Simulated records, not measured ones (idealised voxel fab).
process module | voxel trench capacitor
cross-section cut | 275 nm wide | cells 5 nm
A cross-section is a grid of square cells, given in bands from the top down. A band is one or more rows of cells.
Each band's line starts with the height of the band's top and of its bottom, in nm. Then come its materials from left to right, each with its width in nm. One material with "throughout" fills the band from edge to edge. "air" is empty space.
Height 0 is the level under which the wafer as received is all one material. The lowest band goes on downwards, as in "0 down".
A width such as "30 to 40" changes by the same amount from each row of cells to the next, from the band's top row to its bottom row.
"no change" after a step means that no cell of the cross-section changed.
closed voids: empty space of 8 cells or more with no open way to the top, each as width x height at its distance from the left edge, in nm
after a step's settings: what the simulator itself notes on the step
overlay nm, on a step with a mask: how far to the right of its planned place the mask lay; to the left if negative
plan
1 op RECEIVE | material Si
2 op CONFORMAL_DEP | material SiN | thk nm 5
3 op MASKED_ETCH | tone open | mask id TRENCH | width nm 20 | pitch nm 35 | etch materials SiN | depth nm 5 | overlay nm 0
4 op MASKED_ETCH | tone open | mask id TRENCH | width nm 20 | pitch nm 35 | etch materials Si | depth nm 40 | overlay nm 0
5 op CONFORMAL_DEP | material Al2O3 | thk nm 5
6 op FILL_DEP | material polySi | thk nm 5
7 op CMP | height nm 5
as received, after step 1
  0 down: Si throughout
  closed voids: none
first wafer at the end, as planned
  5 to 0: SiN 75 | Al2O3 5 | polySi 10 | Al2O3 5 | SiN 15 | Al2O3 5 | polySi 10 | Al2O3 5 | SiN 15 | Al2O3 5 | polySi 10 | Al2O3 5 | SiN 15 | Al2O3 5 | polySi 10 | Al2O3 5 | SiN 75
  0 to -35: Si 75 | Al2O3 5 | polySi 10 | Al2O3 5 | Si 15 | Al2O3 5 | polySi 10 | Al2O3 5 | Si 15 | Al2O3 5 | polySi 10 | Al2O3 5 | Si 15 | Al2O3 5 | polySi 10 | Al2O3 5 | Si 75
  -35 to -40: Si 75 | Al2O3 20 | Si 15 | Al2O3 20 | Si 15 | Al2O3 20 | Si 15 | Al2O3 20 | Si 75
  -40 down: Si throughout
  closed voids: none
second wafer at the end: like start, like plan, one mistake
  5 to 0: Al2O3 80 | polySi 10 | Al2O3 25 | polySi 10 | Al2O3 25 | polySi 10 | Al2O3 25 | polySi 10 | Al2O3 80
  0 to -35: Si 75 | Al2O3 5 | polySi 10 | Al2O3 5 | Si 15 | Al2O3 5 | polySi 10 | Al2O3 5 | Si 15 | Al2O3 5 | polySi 10 | Al2O3 5 | Si 15 | Al2O3 5 | polySi 10 | Al2O3 5 | Si 75
  -35 to -40: Si 75 | Al2O3 20 | Si 15 | Al2O3 20 | Si 15 | Al2O3 20 | Si 15 | Al2O3 20 | Si 75
  -40 down: Si throughout
  closed voids: none
what went wrong: step 2 was left out
at the end the second wafer has, in cells: 39 more of Al2O3 | 39 fewer of SiN
